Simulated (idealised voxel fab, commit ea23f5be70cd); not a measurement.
Documented hereafter: the process module known as voxel trench capacitor.
cross-section cut | 165 nm wide | cells 5 nm
Just so we're on the same page, the cross-sections are grids of square cells, and they're listed out in bands top to bottom, each band one or more rows deep. Top height, bottom height, nm. Materials left to right, width each, nm. Single material + "everywhere" = fills band edge to edge. "empty" = empty. Counting heights begins at 0, where everything beneath is, in the wafer as received, one material. The lowest band has no bottom; it goes on downwards, as "0 and below" shows. A two-number width, for instance "30->40", indicates that the width is equal to the first number in the top row of the band and to the second number in the bottom row, and that it changes by a constant amount per row of cells. No cell of the cross-section changed in a step that is given as "no alteration". "Sealed-off cavities" contains a list of empty spaces, each no smaller than 8 cells and without an open way to the top, written in the form width x height at distance with the distance from the left edge and all three in nm. What comes after the settings on a step's line is commentary from the simulator itself on that step. The line of a step may include "overlay nm". On a step with a mask, this value is how far to the right of its planned place the mask lay. A negative value means the mask lay to the left.
-- Process steps - plan
1: RECEIVE,material Si
2: CONFORMAL_DEP,material SiN,thk nm 10
3: MASKED_ETCH,tone open,mask id TRENCH,width nm 30,pitch nm 50,etch materials SiN,depth nm 10,overlay nm 0
4: MASKED_ETCH,tone open,mask id TRENCH,width nm 30,pitch nm 50,etch materials Si,depth nm 25,overlay nm 0
5: CONFORMAL_DEP,material Al2O3,thk nm 5
6: CONFORMAL_DEP,material TiN,thk nm 5
7: FILL_DEP,material W,thk nm 10
8: CMP,height nm 10
-- Wafer cross-section on receipt, i.e. after step 1
  0 and below: Si everywhere
  Sealed-off cavities: none
-- The cross-section shown corresponds to the wafer at the conclusion of the module. The initial structure and the process plan are those presented above; however, one mistake occurred in executing the plan
  10 down to 0: SiN=15 / Al2O3=5 / TiN=5 / W=10 / TiN=5 / Al2O3=5 / SiN=20 / Al2O3=5 / TiN=5 / W=10 / TiN=5 / Al2O3=5 / SiN=20 / Al2O3=5 / TiN=5 / W=10 / TiN=5 / Al2O3=5 / SiN=20
  0 down to -40: Si=15 / Al2O3=5 / TiN=5 / W=10 / TiN=5 / Al2O3=5 / Si=20 / Al2O3=5 / TiN=5 / W=10 / TiN=5 / Al2O3=5 / Si=20 / Al2O3=5 / TiN=5 / W=10 / TiN=5 / Al2O3=5 / Si=20
  -40 down to -45: Si=15 / Al2O3=5 / TiN=20 / Al2O3=5 / Si=20 / Al2O3=5 / TiN=20 / Al2O3=5 / Si=20 / Al2O3=5 / TiN=20 / Al2O3=5 / Si=20
  -45 down to -50: Si=15 / Al2O3=30 / Si=20 / Al2O3=30 / Si=20 / Al2O3=30 / Si=20
  -50 and below: Si everywhere
  Sealed-off cavities: none
It is concluded that the wafer was processed incorrectly with respect to the plan, in that step 4 of the plan was executed twice over
